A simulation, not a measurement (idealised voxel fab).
Name of the process module below: voxel released beams
Cross-sectional view cut (width: 190 nm; square cell size: 5 nm).
Format of a cross-section: grid, square cells. Given as bands. Order: top down. Band: one or more rows of cells.
In this notation a band is specified by the heights of its top and bottom, in that order and in nm, after which its materials appear from left to right, each paired with its width in nm. The word "all across" attached to a single material means that material fills the band from edge to edge; the word "blank" stands for empty space.
Height 0 is the level under which the wafer as received is all one material. The lowest band goes on downwards, as in "0 down".
A width given as "30..40" starts at the first number in the band's top row and ends at the second number in its bottom row, shifting by an equal amount at every step from row to row.
No cell of the cross-section changed in a step that is given as "changes: none".
Entry "Enclosed internal cavities" = empty spaces >= 8 cells with no open way to the top; each as width x height at distance, distance from left edge, all nm.
Past the settings on a step's line: simulator remark, on that step.
"overlay nm", when on a step's line for a step with a mask, measures how far to the right of its planned place the mask lay; a negative measure means to the left.
## The steps planned for the process are as follows
1 RECEIVE | material Si
2 CONFORMAL_DEP | material Al2O3 | thk nm 5
3 DIRECTIONAL_DEP | material SiO2 | thk nm 20
4 MASKED_ETCH | tone open | mask id ANCHOR | width nm 35 | etch materials SiO2 | depth nm 20 | overlay nm 0
5 CONFORMAL_DEP | material W | thk nm 15
6 MASKED_ETCH | tone cover | mask id BEAM | width nm 90 | etch materials W | depth nm 15 | overlay nm 0
7 STRIP | etch materials SiO2
## As-received state of the wafer in cross-section, equivalent to post-step 1
    0 down | Si all across
    Enclosed internal cavities: none
## Same starting wafer, same plan as above, one mistake in the execution; this is the cross-section at the end of the module
    35 to 20 | blank (45), W (20), blank (5), W (65), blank (55)
    20 to 15 | blank (50), W (15), blank (5), W (15), blank (105)
    15 to 0 | blank (50), W (35), blank (105)
    0 down | Si all across
    Enclosed internal cavities: none
Finding, execution versus plan: step 2 was left out
